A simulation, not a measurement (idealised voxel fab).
The name of this process module is voxel plated lines.
It is cross-section cut that appears here, measuring 290 nm in width, its square cells being 5 nm in size.
A cross-section is a grid of square cells, given in bands from the top down. A band is one or more rows of cells. The band entry comprises the height of the band's top followed by the height of its bottom, expressed in nm, and subsequently the band's materials from left to right, each stated together with its width in nm. Where a single material is marked with the word "all across", that material fills the band from edge to edge. The word "air" represents empty space. A quick word on heights: they are counted from 0, and under that level the wafer as it came to us is one material throughout. The lowest band is different from the rest in having no bottom; it simply continues downward, written as in "top 0, no bottom". You'd read "30..40" like this: the band's top row of cells is as wide as the first number, its bottom row is as wide as the second, and going down, every row changes width by the same amount as the row before did. Take "nothing changed" at face value: in the step it is given for, the cross-section changed in none of its cells. Empty spaces without an open route to the top, at least 8 cells in extent, make up the entry "Closed void inventory"; each is given as width x height at distance, where the distance is measured from the left edge, and all are in nm. Step line, after settings: the simulator's comment on this step. The setting "overlay nm" may be written on the line of a step. When the step uses a mask, the value reports how far to the right of the planned place the mask lay, and a negative value reports that it lay to the left.

### Planned process steps
- 1: RECEIVE (material Si)
- 2: CONFORMAL_DEP (material Al2O3; thk nm 10)
- 3: DIRECTIONAL_DEP (material TiN; thk nm 5)
- 4: PATTERN (tone open; mask id LINES; material resist; width nm 20; pitch nm 35; thk nm 35; overlay nm 0)
- 5: EPI (material Ru; thk nm 5)
- 6: EPI (material Ru; thk nm 5)
- 7: EPI (material Ru; thk nm 10)
- 8: STRIP (etch materials resist)
- 9: DIRECTIONAL_ETCH (etch materials TiN; depth nm 5)
- 10: CONFORMAL_DEP (material SiCN; thk nm 5)

### Wafer at receipt (post step 1), cross-section
top 0, no bottom: Si all across
Closed void inventory: none

### Cross-section taken at module completion on the first of two wafers; processed per the plan
top 40, bottom 35: air 75  SiCN 30  air 5  SiCN 30  air 5  SiCN 30  air 5  SiCN 30  air 80
top 35, bottom 15: air 75  SiCN 5  Ru 20  SiCN 5  air 5  SiCN 5  Ru 20  SiCN 5  air 5  SiCN 5  Ru 20  SiCN 5  air 5  SiCN 5  Ru 20  SiCN 5  air 80
top 15, bottom 10: SiCN 80  TiN 20  SiCN 15  TiN 20  SiCN 15  TiN 20  SiCN 15  TiN 20  SiCN 85
top 10, bottom 0: Al2O3 all across
top 0, no bottom: Si all across
Closed void inventory: none

### Wafer two (of two), end-of-module cross-section: start = wafer one, plan = wafer one, one run mistake
top 40, bottom 35: SiCN 85  air 10  SiCN 25  air 10  SiCN 25  air 10  SiCN 25  air 10  SiCN 90
top 35, bottom 15: Ru 80  SiCN 5  air 10  SiCN 5  Ru 15  SiCN 5  air 10  SiCN 5  Ru 15  SiCN 5  air 10  SiCN 5  Ru 15  SiCN 5  air 10  SiCN 5  Ru 85
top 15, bottom 10: TiN 80  SiCN 20  TiN 15  SiCN 20  TiN 15  SiCN 20  TiN 15  SiCN 20  TiN 85
top 10, bottom 0: Al2O3 all across
top 0, no bottom: Si all across
Closed void inventory: none
What broke from the plan during processing? step 4 was processed under conditions differing from the plan, specifically as PATTERN (tone cover; mask id LINES; material resist; width nm 20; pitch nm 35; thk nm 35; overlay nm 0)
Bottom line after processing is that, in cells, the second wafer is up or down on some materials versus the first: Ru +104, TiN +26
